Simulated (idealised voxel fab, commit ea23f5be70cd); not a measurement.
Name of the process module below: voxel ribs on slabs
In the cross-section labelled cut, the width is 165 nm and each square cell is 5 nm.
A cross-section is a grid of square cells, given in bands from the top down. A band is one or more rows of cells. Heights first: top, then bottom, in nm. Then materials, left to right, each with a width in nm. "throughout" on a single material: fills the band edge to edge. "blank": empty space. The level at which height equals 0 is the one under which the wafer, as it arrives, is entirely one material. No lower edge exists for the bottom band, which continues downward and is notated as in "0 nm and below". Width spec "30 to 40" -> top row of cells at first value, bottom row at second value, equal per-row change in between. Any step labelled "no change" changed none of the cells in the cross-section. This entry, "Fully sealed cavities", enumerates those empty regions of no fewer than 8 cells that possess no open connection to the top. Each region is reported in the form width x height at distance, the distance being taken from the left edge, with all three quantities expressed in nm. after a step's settings: what the simulator itself notes on the step. A step line may carry the setting "overlay nm", which, for steps involving a mask, states the distance by which the mask lay to the right of its intended position; negative values denote displacement to the left.
PLANNED STEP LIST FOR THE PROCESS
1: op RECEIVE | material Si
2: op DIRECTIONAL_DEP | material SiO2 | thk nm 30
3: op DIRECTIONAL_DEP | material SiN | thk nm 25
4: op MASKED_ETCH | tone cover | mask id RIB | width nm 25 | etch materials SiN | depth nm 15 | overlay nm 0
5: op DIRECTIONAL_DEP | material aC | thk nm 15
6: op PATTERN | tone cover | mask id SLAB | material resist | width nm 55 | thk nm 30 | overlay nm 0
7: op DIRECTIONAL_ETCH | etch materials aC | depth nm 15
8: op STRIP | etch materials resist
9: op DIRECTIONAL_ETCH | etch materials SiN | depth nm 10
10: op STRIP | etch materials aC
11: op FILL_DEP | material SiO2 | thk nm 15
12: op CMP | height nm 65
13: op DIRECTIONAL_DEP | material W | thk nm 5
14: op PATTERN | tone cover | mask id HEATER | material resist | width nm 35 | thk nm 20 | overlay nm 0
15: op DIRECTIONAL_ETCH | etch materials W | depth nm 5
16: op STRIP | etch materials resist
17: op CONFORMAL_DEP | material SiO2 | thk nm 5
INCOMING WAFER, CROSS-SECTIONAL VIEW, POST STEP 1
* 0 nm and below = Si throughout
* Fully sealed cavities: none
WHAT THE WAFER LOOKS LIKE IN CROSS-SECTION AFTER THIS MODULE, WHEN IT STARTS AS SHOWN ABOVE AND FOLLOWS THE PLAN ABOVE BUT ONE MISTAKE IS MADE IN RUNNING IT
* 75 nm to 70 nm = SiO2 70 nm  blank 25 nm  SiO2 70 nm
* 70 nm to 65 nm = W 65 nm  SiO2 35 nm  W 65 nm
* 65 nm to 55 nm = SiO2 throughout
* 55 nm to 40 nm = SiO2 70 nm  SiN 25 nm  SiO2 70 nm
* 40 nm to 30 nm = SiO2 55 nm  SiN 55 nm  SiO2 55 nm
* 30 nm to 0 nm = SiO2 throughout
* 0 nm and below = Si throughout
* Fully sealed cavities: none
What broke from the plan during processing? step 14, actual vs plan mismatch, actual run op PATTERN | tone open | mask id HEATER | material resist | width nm 35 | thk nm 20 | overlay nm 0
